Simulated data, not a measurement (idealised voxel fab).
Herein follows the process module entitled voxel double patterning.
We display cut, a cross-section 230 nm in width whose square cells are each 5 nm.
When this document writes out a cross-section, it uses a grid of square cells and lists it as bands, beginning at the top and moving down, with a band standing for one or more rows of cells.
Basically the band line says how high the top is and how high the bottom is, in nm, and then what's in it from left to right, every material with its width in nm. Empty space shows up as "air", and if a single material carries "everywhere" it runs the full band edge to edge.
It should be noted that heights are counted from 0, beneath which the wafer as supplied is of one material throughout, and that the lowest band possesses no lower boundary but continues downward, as written in "from 0 down".
The notation "30->40" denotes a width that varies across the rows of cells in the band, beginning at the first number in the top row, finishing at the second number in the bottom row, and changing by an identical amount from each row to the next.
No cell of the cross-section changed in a step that is given as "everything unchanged".
Under "Closed void roster" you'll find the enclosed gaps, the ones with no way out to the top, that are 8 cells or bigger; each reads width x height at distance, with distance counted from the left edge, everything in nm.
It should be noted that, on the line of a given step, the content following the step's settings is a remark produced by the simulator itself with respect to that step.
Each step line may optionally specify "overlay nm", which for a step with a mask gives the rightward distance between the mask's planned place and where it lay, a negative value indicating the leftward direction.
Steps planned for the process:
| 1 | RECEIVE with material Si |
| 2 | CONFORMAL_DEP with material SiO2, thk nm 5 |
| 3 | DIRECTIONAL_DEP with material TiN, thk nm 10 |
| 4 | DIRECTIONAL_DEP with material SiN, thk nm 5 |
| 5 | MASKED_ETCH with tone open, mask id FIRST, width nm 15, pitch nm 50, etch materials SiN, depth nm 5, overlay nm 0 |
| 6 | MASKED_ETCH with tone open, mask id SECOND, width nm 15, etch materials SiN, depth nm 5, overlay nm 0 |
| 7 | DIRECTIONAL_ETCH with etch materials TiN, depth nm 10 |
| 8 | STRIP with etch materials SiN |
What sets these wafers apart? The thk nm at step 4. They all start alike, and the plan carries the first wafer's value.
Here's the first of the wafers in cross-section, just as we got it, i.e. after step 1:
  from 0 down  Si everywhere
  Closed void roster: none
First wafer of several, cross-section, module end, after step 8 (last):
  from 15 to 5  TiN=80 | air=15 | TiN=10 | air=15 | TiN=10 | air=15 | TiN=85
  from 5 to 0  SiO2 everywhere
  from 0 down  Si everywhere
  Closed void roster: none
Module end, final wafer: cross-section:
  from 15 to 5  TiN everywhere
  from 5 to 0  SiO2 everywhere
  from 0 down  Si everywhere
  Closed void roster: none
Quick key for the table: a row per wafer, taken at the end of the module. For each material it tells you how many cells the wafer gained (+) or lost (-) since it came in, and the closed voids come after:
thk nm 5 | +46 SiO2 | +74 TiN | Closed void roster: none
thk nm 10 | +46 SiO2 | +92 TiN | Closed void roster: none
thk nm 15 | +46 SiO2 | +92 TiN | Closed void roster: none
thk nm 20 | +46 SiO2 | +92 TiN | Closed void roster: none
